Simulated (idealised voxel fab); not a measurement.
Process module, titled voxel air gaps
Cross-section cut: width 215 nm, square cells of 5 nm.
Think of the cross-section as a grid of square cells. We describe it in bands, top to bottom, and each band covers one or more rows of those cells.
This entry defines a band. It first specifies the height of the band's top and the height of its bottom in nm, and then specifies the band's materials from left to right, stating each material with its width in nm. The word "edge to edge" identifies a single material that fills the band from edge to edge, while the word "air" identifies empty space.
Heads up on the height convention: 0 is the point under which the incoming wafer is all one material, and the lowest band has no bottom, it just keeps going down, like "0..down".
Width spec "30->40" -> top row of cells at first value, bottom row at second value, equal per-row change in between.
Where the words "no change" appear for a step, the cross-section shows no cell changed by that step; every cell remained as before.
"Cavities, sealed": sealed empty spaces, 8 cells or more, no open way to top, listed width x height at distance, with distance from the left edge and width, height and distance in nm.
Post-settings text on a step line: simulator's own remark regarding the step.
On any step carrying a mask, the "overlay nm" setting, if present on the step's line, tells how far right of its planned place the mask lay; negative values point to the left.

The following list gives the planned process steps
1: RECEIVE: material Si
2: CONFORMAL_DEP: material SiO2, thk nm 15
3: CONFORMAL_DEP: material SiCN, thk nm 5
4: DIRECTIONAL_DEP: material SiO2, thk nm 35
5: DIRECTIONAL_DEP: material aC, thk nm 15
6: PATTERN: tone open, mask id LINES, material resist, width nm 25, pitch nm 50, thk nm 30, overlay nm 0
7: DIRECTIONAL_ETCH: etch materials aC, depth nm 15
8: STRIP: etch materials resist
9: DIRECTIONAL_ETCH: etch materials SiO2, depth nm 35
10: STRIP: etch materials aC
11: CONFORMAL_DEP: material TiN, thk nm 5
12: FILL_DEP: material W, thk nm 5
13: CMP: height nm 55
14: EPI: material Ru, thk nm 10
15: SELECTIVE_ETCH: etch materials SiO2, depth nm 45
16: CONFORMAL_DEP: material SiCN, thk nm 5

Of two wafers, the first: run according to plan

Incoming wafer, cross-sectional view, post step 1
0..down | Si edge to edge
Cavities, sealed: none

Wafer section view after processing step 2
15..0 | SiO2 edge to edge
Rest of section, below 0: as before.

Wafer section view after processing step 3
20..15 | SiCN edge to edge
Rest of section, below 15: as before.

Wafer section view after processing step 4
55..20 | SiO2 edge to edge
Rest of section, below 20: as before.

Wafer section view after processing step 5
70..55 | aC edge to edge
Rest of section, below 55: as before.

Wafer section view after processing step 6
100..70 | 45 resist / 25 air / 25 resist / 25 air / 25 resist / 25 air / 45 resist
Rest of section, below 70: as before.

Wafer section view after processing step 7
85..70 | 45 resist / 25 air / 25 resist / 25 air / 25 resist / 25 air / 45 resist
70..55 | 45 aC / 25 air / 25 aC / 25 air / 25 aC / 25 air / 45 aC
Rest of section, below 55: as before.

Wafer section view after processing step 8
70..55 | 45 aC / 25 air / 25 aC / 25 air / 25 aC / 25 air / 45 aC
Rest of section, below 55: as before.

Wafer section view after processing step 9
70..55 | 45 aC / 25 air / 25 aC / 25 air / 25 aC / 25 air / 45 aC
55..20 | 45 SiO2 / 25 air / 25 SiO2 / 25 air / 25 SiO2 / 25 air / 45 SiO2
Rest of section, below 20: as before.

Wafer section view after processing step 10
55..20 | 45 SiO2 / 25 air / 25 SiO2 / 25 air / 25 SiO2 / 25 air / 45 SiO2
Rest of section, below 20: as before.

Wafer section view after processing step 11
60..55 | 50 TiN / 15 air / 35 TiN / 15 air / 35 TiN / 15 air / 50 TiN
55..25 | 45 SiO2 / 5 TiN / 15 air / 5 TiN / 25 SiO2 / 5 TiN / 15 air / 5 TiN / 25 SiO2 / 5 TiN / 15 air / 5 TiN / 45 SiO2
25..20 | 45 SiO2 / 25 TiN / 25 SiO2 / 25 TiN / 25 SiO2 / 25 TiN / 45 SiO2
Rest of section, below 20: as before.

Wafer section view after processing step 12
65..60 | W edge to edge
60..55 | 50 TiN / 15 W / 35 TiN / 15 W / 35 TiN / 15 W / 50 TiN
55..25 | 45 SiO2 / 5 TiN / 15 W / 5 TiN / 25 SiO2 / 5 TiN / 15 W / 5 TiN / 25 SiO2 / 5 TiN / 15 W / 5 TiN / 45 SiO2
Rest of section, below 25: as before.

Wafer section view after processing step 13
55..25 | 45 SiO2 / 5 TiN / 15 W / 5 TiN / 25 SiO2 / 5 TiN / 15 W / 5 TiN / 25 SiO2 / 5 TiN / 15 W / 5 TiN / 45 SiO2
Rest of section, below 25: as before.

Wafer section view after processing step 14
65..55 | 35 air / 45 Ru / 5 air / 45 Ru / 5 air / 45 Ru / 35 air
Rest of section, below 55: as before.

Wafer section view after processing step 15
65..55 | 35 air / 45 Ru / 5 air / 45 Ru / 5 air / 45 Ru / 35 air
55..25 | 45 air / 5 TiN / 15 W / 5 TiN / 25 air / 5 TiN / 15 W / 5 TiN / 25 air / 5 TiN / 15 W / 5 TiN / 45 air
25..20 | 45 air / 25 TiN / 25 air / 25 TiN / 25 air / 25 TiN / 45 air
Rest of section, below 20: as before.

Wafer section view after processing step 16
70..65 | 30 air / 155 SiCN / 30 air
65..55 | 30 air / 5 SiCN / 45 Ru / 5 SiCN / 45 Ru / 5 SiCN / 45 Ru / 5 SiCN / 30 air
55..50 | 30 air / 15 SiCN / 5 TiN / 15 W / 5 TiN / 25 SiCN / 5 TiN / 15 W / 5 TiN / 25 SiCN / 5 TiN / 15 W / 5 TiN / 15 SiCN / 30 air
50..25 | 40 air / 5 SiCN / 5 TiN / 15 W / 5 TiN / 5 SiCN / 15 air / 5 SiCN / 5 TiN / 15 W / 5 TiN / 5 SiCN / 15 air / 5 SiCN / 5 TiN / 15 W / 5 TiN / 5 SiCN / 40 air
25..20 | 45 SiCN / 25 TiN / 25 SiCN / 25 TiN / 25 SiCN / 25 TiN / 45 SiCN
Rest of section, below 20: as before.
Cavities, sealed: 15 x 25 at 75; 15 x 25 at 125

Okay, second wafer. Nothing different at the start, nothing different in the plan, just one mistake somewhere in the running. As far as step 5, counting that step, it's the first wafer all over again

Second wafer, cut view, end of step 6 per plan
100..70 | 50 resist / 25 air / 25 resist / 25 air / 25 resist / 25 air / 40 resist
Rest of section, below 70: as before.

Second wafer, cut view, end of step 7 per plan
85..70 | 50 resist / 25 air / 25 resist / 25 air / 25 resist / 25 air / 40 resist
70..55 | 50 aC / 25 air / 25 aC / 25 air / 25 aC / 25 air / 40 aC
Rest of section, below 55: as before.

Second wafer, cut view, end of step 8 per plan
70..55 | 50 aC / 25 air / 25 aC / 25 air / 25 aC / 25 air / 40 aC
Rest of section, below 55: as before.

Second wafer, cut view, end of step 9 per plan
70..55 | 50 aC / 25 air / 25 aC / 25 air / 25 aC / 25 air / 40 aC
55..20 | 50 SiO2 / 25 air / 25 SiO2 / 25 air / 25 SiO2 / 25 air / 40 SiO2
Rest of section, below 20: as before.

Second wafer, cut view, end of step 10 per plan
55..20 | 50 SiO2 / 25 air / 25 SiO2 / 25 air / 25 SiO2 / 25 air / 40 SiO2
Rest of section, below 20: as before.

Second wafer, cut view, end of step 11 per plan
60..55 | 55 TiN / 15 air / 35 TiN / 15 air / 35 TiN / 15 air / 45 TiN
55..25 | 50 SiO2 / 5 TiN / 15 air / 5 TiN / 25 SiO2 / 5 TiN / 15 air / 5 TiN / 25 SiO2 / 5 TiN / 15 air / 5 TiN / 40 SiO2
25..20 | 50 SiO2 / 25 TiN / 25 SiO2 / 25 TiN / 25 SiO2 / 25 TiN / 40 SiO2
Rest of section, below 20: as before.

Second wafer, cut view, end of step 12 per plan
65..60 | W edge to edge
60..55 | 55 TiN / 15 W / 35 TiN / 15 W / 35 TiN / 15 W / 45 TiN
55..25 | 50 SiO2 / 5 TiN / 15 W / 5 TiN / 25 SiO2 / 5 TiN / 15 W / 5 TiN / 25 SiO2 / 5 TiN / 15 W / 5 TiN / 40 SiO2
Rest of section, below 25: as before.

Second wafer, cut view, end of step 13 per plan
55..25 | 50 SiO2 / 5 TiN / 15 W / 5 TiN / 25 SiO2 / 5 TiN / 15 W / 5 TiN / 25 SiO2 / 5 TiN / 15 W / 5 TiN / 40 SiO2
Rest of section, below 25: as before.

Second wafer, cut view, end of step 14 per plan
65..55 | 40 air / 45 Ru / 5 air / 45 Ru / 5 air / 45 Ru / 30 air
Rest of section, below 55: as before.

Second wafer, cut view, end of step 15 per plan
65..55 | 40 air / 45 Ru / 5 air / 45 Ru / 5 air / 45 Ru / 30 air
55..25 | 50 air / 5 TiN / 15 W / 5 TiN / 25 air / 5 TiN / 15 W / 5 TiN / 25 air / 5 TiN / 15 W / 5 TiN / 40 air
25..20 | 50 air / 25 TiN / 25 air / 25 TiN / 25 air / 25 TiN / 40 air
Rest of section, below 20: as before.

Second wafer, cut view, end of step 16 per plan
70..65 | 35 air / 155 SiCN / 25 air
65..55 | 35 air / 5 SiCN / 45 Ru / 5 SiCN / 45 Ru / 5 SiCN / 45 Ru / 5 SiCN / 25 air
55..50 | 35 air / 15 SiCN / 5 TiN / 15 W / 5 TiN / 25 SiCN / 5 TiN / 15 W / 5 TiN / 25 SiCN / 5 TiN / 15 W / 5 TiN / 15 SiCN / 25 air
50..25 | 45 air / 5 SiCN / 5 TiN / 15 W / 5 TiN / 5 SiCN / 15 air / 5 SiCN / 5 TiN / 15 W / 5 TiN / 5 SiCN / 15 air / 5 SiCN / 5 TiN / 15 W / 5 TiN / 5 SiCN / 35 air
25..20 | 50 SiCN / 25 TiN / 25 SiCN / 25 TiN / 25 SiCN / 25 TiN / 40 SiCN
Rest of section, below 20: as before.
Cavities, sealed: 15 x 25 at 80; 15 x 25 at 130
Processing error: it should be noted that step 6 was executed with settings other than those planned, the operation and settings actually applied being PATTERN: tone open, mask id LINES, material resist, width nm 25, pitch nm 50, thk nm 30, overlay nm 5
At the close, every material occupies the same number of cells on the second wafer as on the first, only in different positions.
